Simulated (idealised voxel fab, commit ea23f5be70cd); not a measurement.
Process module heading - voxel self aligned contacts
Cross-sectional view cut (width: 200 nm; square cell size: 5 nm).
How to read a cross-section here: the picture is a grid of square cells, written as bands going from the top down, and any band can span one or more rows of cells. Heights first: top, then bottom, in nm. Then materials, left to right, each with a width in nm. "everywhere" on a single material: fills the band edge to edge. "blank": empty space. Basically, 0 is our baseline, since under it the wafer straight out of the box is all one material. The bottom band has no lower end and keeps on going down, so it looks like "0 and below". The notation "30->40" denotes a width that varies across the rows of cells in the band, beginning at the first number in the top row, finishing at the second number in the bottom row, and changing by an identical amount from each row to the next. Step note "nothing different" = no cross-section cell changed. Closed-off voids: empty space of 8 cells or more with no open way to the top, each as width x height at its distance from the left edge, in nm. It should be noted that, on the line of a given step, the content following the step's settings is a remark produced by the simulator itself with respect to that step. overlay nm: mask right of planned place by this much (step with mask). Neg. = left.
# Process steps (planned)
1. RECEIVE, material Si
2. OXIDIZE, depth nm 5
3. DIRECTIONAL_DEP, material polySi, thk nm 20
4. DIRECTIONAL_DEP, material SiN, thk nm 25
5. DIRECTIONAL_DEP, material aC, thk nm 10
6. PATTERN, tone cover, mask id GATE, material resist, width nm 30, pitch nm 65, thk nm 30, overlay nm 0
7. DIRECTIONAL_ETCH, etch materials aC, depth nm 10
8. STRIP, etch materials resist
9. DIRECTIONAL_ETCH, etch materials SiN, depth nm 25
10. DIRECTIONAL_ETCH, etch materials polySi, depth nm 20
11. STRIP, etch materials aC
12. CONFORMAL_DEP, material SiN, thk nm 10
13. DIRECTIONAL_ETCH, etch materials SiN, depth nm 10
14. FILL_DEP, material SiO2, thk nm 20
15. CMP, height nm 55
16. MASKED_ETCH, tone open, mask id CONTACT, width nm 45, pitch nm 65, etch materials SiO2, depth nm 60, overlay nm 0
17. CONFORMAL_DEP, material TiN, thk nm 5
18. FILL_DEP, material Ru, thk nm 10
19. CMP, height nm 55
20. CONFORMAL_DEP, material SiN, thk nm 5
# Cross-section: wafer on arrival = after step 1
> 0 and below | Si everywhere
> Closed-off voids: none
# End-of-module XS, first of two wafers, run as planned
> 60 down to 55 | SiN everywhere
> 55 down to 45 | SiO2 (45), then TiN (5->20), then Ru (35->5), then TiN (5->20), then SiO2 (20), then TiN (5->20), then Ru (35->5), then TiN (5->20), then SiO2 (45)
> 45 down to 20 | SiO2 (10), then SiN (50), then TiN (5), then Ru (5), then TiN (5), then SiN (50), then TiN (5), then Ru (5), then TiN (5), then SiN (50), then SiO2 (10)
> 20 down to 0 | SiO2 (10), then SiN (10), then polySi (30), then SiN (10), then TiN (5), then Ru (5), then TiN (5), then SiN (10), then polySi (30), then SiN (10), then TiN (5), then Ru (5), then TiN (5), then SiN (10), then polySi (30), then SiN (10), then SiO2 (10)
> 0 down to -5 | SiO2 (60), then TiN (15), then SiO2 (50), then TiN (15), then SiO2 (60)
> -5 and below | Si everywhere
> Closed-off voids: none
# End of module, second wafer, cross-section. Started like the first, planned like the first, run with one mistake
> 60 down to 55 | SiN everywhere
> 55 down to 50 | SiO2 (45), then TiN (5), then Ru (35), then TiN (5), then SiO2 (20), then TiN (5), then Ru (35), then TiN (5), then SiO2 (45)
> 50 down to 45 | SiO2 (45), then TiN (45), then SiO2 (20), then TiN (45), then SiO2 (45)
> 45 down to 20 | SiO2 (10), then SiN (55), then TiN (10), then SiN (55), then TiN (10), then SiN (55), then SiO2 (5)
> 20 down to 0 | SiO2 (10), then SiN (10), then polySi (35), then SiN (10), then TiN (10), then SiN (10), then polySi (35), then SiN (10), then TiN (10), then SiN (10), then polySi (35), then SiN (10), then SiO2 (5)
> 0 down to -5 | SiO2 (65), then TiN (10), then SiO2 (55), then TiN (10), then SiO2 (60)
> -5 and below | Si everywhere
> Closed-off voids: none
Against the plan, the run slipped here: planned and actual differ for step 6; actual: PATTERN, tone cover, mask id GATE, material resist, width nm 35, pitch nm 65, thk nm 30, overlay nm 0
Bottom line after processing is that, in cells, the second wafer is up or down on some materials versus the first: 20 fewer of Ru | 15 more of SiN | 7 fewer of SiO2 | 12 more of polySi
